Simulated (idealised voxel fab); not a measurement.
Process module name: voxel trench capacitor
Square cell edge 5 nm, section width 225 nm, ID cut.
Cross-sections here: square-cell grids, written as top-down lists of bands, a band being one or more rows of cells.
What a band's entry tells you: where the top is and where the bottom is, as heights in nm, and after that what lies inside, material by material from left to right, each with its width in nm. Empty space is written as the word "blank", and a single material marked with the word "edge to edge" occupies the band from edge to edge.
Height 0 is the level under which the wafer as received is all one material. The lowest band goes on downwards, as in "top 0, no bottom".
Width: "30..40" (first number = top row, second number = bottom row, same change from row to row of cells).
Where the words "identical to before" appear for a step, the cross-section shows no cell changed by that step; every cell remained as before.
Reported under the label "Non-vented voids" are the empty spaces having no open way to the top and comprising 8 cells or more; the notation for each is width x height at distance, in which the distance is measured from the left edge and all three values are in nm.
Formally, on a step line, whatever follows the settings is a remark that the simulator itself makes on the step.
What "overlay nm" on a step's line means: if the step has a mask, that mask lay this far to the right of its planned place, or, when the value is negative, to the left.

Intended process steps
1. RECEIVE, material Si
2. CONFORMAL_DEP, material SiN, thk nm 5
3. PATTERN, tone open, mask id TRENCH, material resist, width nm 25, pitch nm 45, thk nm 15, overlay nm -15
4. DIRECTIONAL_ETCH, etch materials SiN, depth nm 5
5. DIRECTIONAL_ETCH, etch materials Si, depth nm 40
6. STRIP, etch materials resist
7. CONFORMAL_DEP, material Al2O3, thk nm 5
8. FILL_DEP, material polySi, thk nm 5
9. CMP, height nm 5
Keep in mind the plan's value for the overlay nm of step 3 comes from the first wafer; the wafers don't share that setting, but they do share the same starting point.

Cross-section of the first of several wafers on receipt, reflecting completion of step 1
top 0, no bottom = Si edge to edge
Non-vented voids: none

Heads up, this table goes wafer by wafer. A row tells you, at the end of the module, how many cells of each material that wafer has put on (+) or dropped (-) since it was received, and then its closed voids
overlay nm -15 | +84 Al2O3 | -160 Si | +25 SiN | +96 polySi | Non-vented voids: none
overlay nm -10 | +84 Al2O3 | -160 Si | +25 SiN | +96 polySi | Non-vented voids: none
overlay nm -5 | +84 Al2O3 | -160 Si | +25 SiN | +96 polySi | Non-vented voids: none
overlay nm 0 | +84 Al2O3 | -160 Si | +25 SiN | +96 polySi | Non-vented voids: none
overlay nm 5 | +84 Al2O3 | -160 Si | +25 SiN | +96 polySi | Non-vented voids: none
overlay nm 10 | +84 Al2O3 | -160 Si | +25 SiN | +96 polySi | Non-vented voids: none
overlay nm 15 | +84 Al2O3 | -160 Si | +25 SiN | +96 polySi | Non-vented voids: none
